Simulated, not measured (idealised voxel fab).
The process module that follows is named voxel ribs on slabs.
Square cell edge 5 nm, section width 290 nm, ID cut.
Cross-section = grid of square cells, listed top down in bands; band = one or more rows.
What a band's entry tells you: where the top is and where the bottom is, as heights in nm, and after that what lies inside, material by material from left to right, each with its width in nm. Empty space is written as the word "air", and a single material marked with the word "full width" occupies the band from edge to edge.
Where do heights start? At 0: under that level the wafer as delivered is made of one material only. And the lowest band has no floor; it just carries on downward, as in "z 0 and below".
Think of "30 to 40" as a width that walks from the first number to the second as you go down the band, top row to bottom row, taking equal-sized steps from row to row.
"nothing changed" after a step means that no cell of the cross-section changed.
The list in "Closed void table" covers empty spaces of 8 cells or more that cannot reach the top through any open way, and it gives each as width x height at distance; the distance is from the left edge, and width, height and distance are in nm.
Anything after a step's settings on that line? It's the simulator's own note about the step.
overlay nm: mask offset rightward from planned place, masked step; negative means leftward offset.
Process steps (planned)
1,RECEIVE, material Si
2,DIRECTIONAL_DEP, material SiO2, thk nm 30
3,DIRECTIONAL_DEP, material SiN, thk nm 15
4,MASKED_ETCH, tone cover, mask id RIB, width nm 25, etch materials SiN, depth nm 10, overlay nm 0
5,MASKED_ETCH, tone cover, mask id SLAB, width nm 65, etch materials SiN, depth nm 5, overlay nm 0
6,FILL_DEP, material SiO2, thk nm 15
7,CMP, height nm 55
8,DIRECTIONAL_DEP, material TiN, thk nm 10
9,DIRECTIONAL_DEP, material aC, thk nm 10
10,PATTERN, tone cover, mask id HEATER, material resist, width nm 35, thk nm 25, overlay nm 0
11,DIRECTIONAL_ETCH, etch materials aC, depth nm 10
12,STRIP, etch materials resist
13,DIRECTIONAL_ETCH, etch materials TiN, depth nm 10
14,STRIP, etch materials aC
15,CONFORMAL_DEP, material SiO2, thk nm 5
Cross-section of the incoming wafer, state after step 1
z 0 and below | Si full width
Closed void table: none
Wafer at module end, in section. Began as above, planned as above, run with one mistake
z 70 to 65 | 120 of air  45 of SiO2  125 of air
z 65 to 60 | 120 of air  5 of SiO2  35 of TiN  5 of SiO2  125 of air
z 60 to 55 | 125 of SiO2  35 of TiN  130 of SiO2
z 55 to 45 | 130 to 110 of SiO2  25 to 65 of SiN  135 to 115 of SiO2
z 45 to 30 | SiN full width
z 30 to 0 | SiO2 full width
z 0 and below | Si full width
Closed void table: none
The mistake made against the process plan was this: the plan's step 3 ran twice
